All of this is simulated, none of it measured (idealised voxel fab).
The following process module bears the name voxel released beams.
Xsec cut, 290 nm wide, square cell size 5 nm.
We lay out every cross-section as a grid of square cells and spell it out in bands from the top down, where one band means one or more rows of cells. The band entry comprises the height of the band's top followed by the height of its bottom, expressed in nm, and subsequently the band's materials from left to right, each stated together with its width in nm. Where a single material is marked with the word "full width", that material fills the band from edge to edge. The word "air" represents empty space. The level at which height equals 0 is the one under which the wafer, as it arrives, is entirely one material. No lower edge exists for the bottom band, which continues downward and is notated as in "0 and below". Graded width ("30->40"): value in top row of band = first number; value in bottom row = second number; row-to-row change constant. For the purposes of this document, the phrase "left unchanged" attached to a step denotes that no cell within the cross-section was modified by that step. Under "Enclosed cavity list" you'll find the enclosed gaps, the ones with no way out to the top, that are 8 cells or bigger; each reads width x height at distance, with distance counted from the left edge, everything in nm. Heads up: the bit after the settings on a step's line is the simulator's remark on that step. overlay nm: for a step with a mask, the amount by which the mask lay right of where it was planned; a negative amount means left of it.
Steps in the process plan
1) RECEIVE [material Si]
2) CONFORMAL_DEP [material SiN] [thk nm 10]
3) DIRECTIONAL_DEP [material SiO2] [thk nm 20]
4) MASKED_ETCH [tone open] [mask id ANCHOR] [width nm 35] [etch materials SiO2] [depth nm 20] [overlay nm 0]
5) CONFORMAL_DEP [material polySi] [thk nm 10]
6) MASKED_ETCH [tone cover] [mask id BEAM] [width nm 90] [etch materials polySi] [depth nm 10] [overlay nm 0]
7) STRIP [etch materials SiO2]
First of two wafers, with the run carried out as planned
Wafer at receipt (post step 1), cross-section
  0 and below: Si full width
  Enclosed cavity list: none
Cross-section of the wafer subsequent to step 2
  10 down to 0: SiN full width
  Note: structure below 0 unchanged.
Cross-section of the wafer subsequent to step 3
  30 down to 10: SiO2 full width
  Note: structure below 10 unchanged.
Cross-section of the wafer subsequent to step 4
  30 down to 10: 100 nm SiO2 | 35 nm air | 155 nm SiO2
  Note: structure below 10 unchanged.
Cross-section of the wafer subsequent to step 5
  40 down to 30: 110 nm polySi | 15 nm air | 165 nm polySi
  30 down to 20: 100 nm SiO2 | 10 nm polySi | 15 nm air | 10 nm polySi | 155 nm SiO2
  20 down to 10: 100 nm SiO2 | 35 nm polySi | 155 nm SiO2
  Note: structure below 10 unchanged.
Cross-section of the wafer subsequent to step 6
  40 down to 30: 95 nm air | 15 nm polySi | 15 nm air | 60 nm polySi | 105 nm air
  Note: structure below 30 unchanged.
Cross-section of the wafer subsequent to step 7
  40 down to 30: 95 nm air | 15 nm polySi | 15 nm air | 60 nm polySi | 105 nm air
  30 down to 20: 100 nm air | 10 nm polySi | 15 nm air | 10 nm polySi | 155 nm air
  20 down to 10: 100 nm air | 35 nm polySi | 155 nm air
  Note: structure below 10 unchanged.
Second wafer, same starting conditions and recipe as the first, one mistake in executing it, nothing differs from the first up to and including step 2
Cross-section, second wafer, at the end time the plan gives for step 3
  20 down to 10: SiO2 full width
  Note: structure below 10 unchanged.
Cross-section, second wafer, at the end time the plan gives for step 4
  20 down to 10: 100 nm SiO2 | 35 nm air | 155 nm SiO2
  Note: structure below 10 unchanged.
Cross-section, second wafer, at the end time the plan gives for step 5
  30 down to 20: 110 nm polySi | 15 nm air | 165 nm polySi
  20 down to 10: 100 nm SiO2 | 35 nm polySi | 155 nm SiO2
  Note: structure below 10 unchanged.
Cross-section, second wafer, at the end time the plan gives for step 6
  30 down to 20: 95 nm air | 15 nm polySi | 15 nm air | 60 nm polySi | 105 nm air
  Note: structure below 20 unchanged.
Cross-section, second wafer, at the end time the plan gives for step 7
  30 down to 20: 95 nm air | 15 nm polySi | 15 nm air | 60 nm polySi | 105 nm air
  20 down to 10: 100 nm air | 35 nm polySi | 155 nm air
  Note: structure below 10 unchanged.
Misprocessing identified: step 3: run off-plan, actual operation and settings DIRECTIONAL_DEP [material SiO2] [thk nm 10]
The final cell counts differ between the wafers, with the second having more or fewer of some materials than the first: -8 polySi
